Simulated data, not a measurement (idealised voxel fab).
The following process module bears the name voxel gate over fins.
Shown is cross-section cut, with a width of 290 nm and square cells of size 5 nm.
Square cells in a grid make up a cross-section in this document, and the grid is given as bands, listed from the top down, each one or more rows of cells.
First you get the band's top height and its bottom height, in nm, and then the materials it's made of, left to right, with each width in nm. If you see a single material with "full width", that one covers the band edge to edge. "empty" is empty space.
The level at which height equals 0 is the one under which the wafer, as it arrives, is entirely one material. No lower edge exists for the bottom band, which continues downward and is notated as in "top 0, no bottom".
You'd read "30 to 40" like this: the band's top row of cells is as wide as the first number, its bottom row is as wide as the second, and going down, every row changes width by the same amount as the row before did.
Any step labelled "no change" changed none of the cells in the cross-section.
Heads up: "Enclosed void inventory" only lists the empty pockets with no open path to the top that are 8 cells or more, and it writes them as width x height at distance, distance from the left edge, in nm.
after a step's settings: what the simulator itself notes on the step
When a step includes a mask, the "overlay nm" setting on its line states how far to the right of its planned place that mask lay, and negative values state how far to the left.

### The planned process steps are enumerated hereunder
1: RECEIVE,material Si
2: CONFORMAL_DEP,material SiN,thk nm 5
3: MASKED_ETCH,tone cover,mask id FINS,width nm 15,pitch nm 35,etch materials SiN,depth nm 5,overlay nm 0
4: MASKED_ETCH,tone cover,mask id FINS,width nm 15,pitch nm 35,etch materials Si,depth nm 35,overlay nm 0
5: FILL_DEP,material SiO2,thk nm 10
6: CMP,height nm 5
7: SELECTIVE_ETCH,etch materials SiO2,depth nm 20
8: STRIP,etch materials SiN
9: CONFORMAL_DEP,material HfO2,thk nm 5
10: CONFORMAL_DEP,material TiN,thk nm 5
11: FILL_DEP,material W,thk nm 10
12: CMP,height nm 15
13: CONFORMAL_DEP,material SiN,thk nm 5

### Wafer at receipt (post step 1), cross-section
- top 0, no bottom | Si full width
- Enclosed void inventory: none

### First of two wafers, end-of-module section, run followed plan
- top 20, bottom 15 | SiN full width
- top 15, bottom 10 | W full width
- top 10, bottom 5 | W 90 nm  TiN 105 nm  W 95 nm
- top 5, bottom 0 | W 90 nm  TiN 5 nm  HfO2 25 nm  TiN 10 nm  HfO2 25 nm  TiN 10 nm  HfO2 25 nm  TiN 5 nm  W 95 nm
- top 0, bottom -5 | W 90 nm  TiN 5 nm  HfO2 5 nm  Si 15 nm  HfO2 5 nm  TiN 10 nm  HfO2 5 nm  Si 15 nm  HfO2 5 nm  TiN 10 nm  HfO2 5 nm  Si 15 nm  HfO2 5 nm  TiN 5 nm  W 95 nm
- top -5, bottom -10 | TiN 95 nm  HfO2 5 nm  Si 15 nm  HfO2 5 nm  TiN 10 nm  HfO2 5 nm  Si 15 nm  HfO2 5 nm  TiN 10 nm  HfO2 5 nm  Si 15 nm  HfO2 5 nm  TiN 100 nm
- top -10, bottom -15 | HfO2 100 nm  Si 15 nm  HfO2 20 nm  Si 15 nm  HfO2 20 nm  Si 15 nm  HfO2 105 nm
- top -15, bottom -35 | SiO2 100 nm  Si 15 nm  SiO2 20 nm  Si 15 nm  SiO2 20 nm  Si 15 nm  SiO2 105 nm
- top -35, no bottom | Si full width
- Enclosed void inventory: none

### Cross-section of the latter of the two wafers at module completion. It had an identical start and an identical plan to the former; in running it, one mistake was made
- top 20, bottom 15 | SiN full width
- top 15, bottom 10 | W full width
- top 10, bottom 5 | W 90 nm  TiN 105 nm  W 95 nm
- top 5, bottom 0 | W 90 nm  TiN 5 nm  HfO2 25 nm  TiN 10 nm  HfO2 25 nm  TiN 10 nm  HfO2 25 nm  TiN 5 nm  W 95 nm
- top 0, bottom -5 | W 90 nm  TiN 5 nm  HfO2 5 nm  Si 15 nm  HfO2 5 nm  TiN 10 nm  HfO2 5 nm  Si 15 nm  HfO2 5 nm  TiN 10 nm  HfO2 5 nm  Si 15 nm  HfO2 5 nm  TiN 5 nm  W 95 nm
- top -5, bottom -10 | TiN 95 nm  HfO2 5 nm  Si 15 nm  HfO2 5 nm  TiN 10 nm  HfO2 5 nm  Si 15 nm  HfO2 5 nm  TiN 10 nm  HfO2 5 nm  Si 15 nm  HfO2 5 nm  TiN 100 nm
- top -10, bottom -15 | HfO2 85 nm  TiN 10 nm  HfO2 5 nm  Si 15 nm  HfO2 5 nm  TiN 10 nm  HfO2 5 nm  Si 15 nm  HfO2 5 nm  TiN 10 nm  HfO2 5 nm  Si 15 nm  HfO2 5 nm  TiN 10 nm  HfO2 90 nm
- top -15, bottom -20 | SiO2 80 nm  HfO2 20 nm  Si 15 nm  HfO2 20 nm  Si 15 nm  HfO2 20 nm  Si 15 nm  HfO2 20 nm  SiO2 85 nm
- top -20, bottom -35 | SiO2 100 nm  Si 15 nm  SiO2 20 nm  Si 15 nm  SiO2 20 nm  Si 15 nm  SiO2 105 nm
- top -35, no bottom | Si full width
- Enclosed void inventory: none
Here's what went sideways: the processing plan was not followed for steps 7 and 8, which were run with their positions exchanged
Wrapping up, a cell-based count of both wafers puts the second over or under the first for these materials: +8 HfO2 | -16 SiO2 | +8 TiN
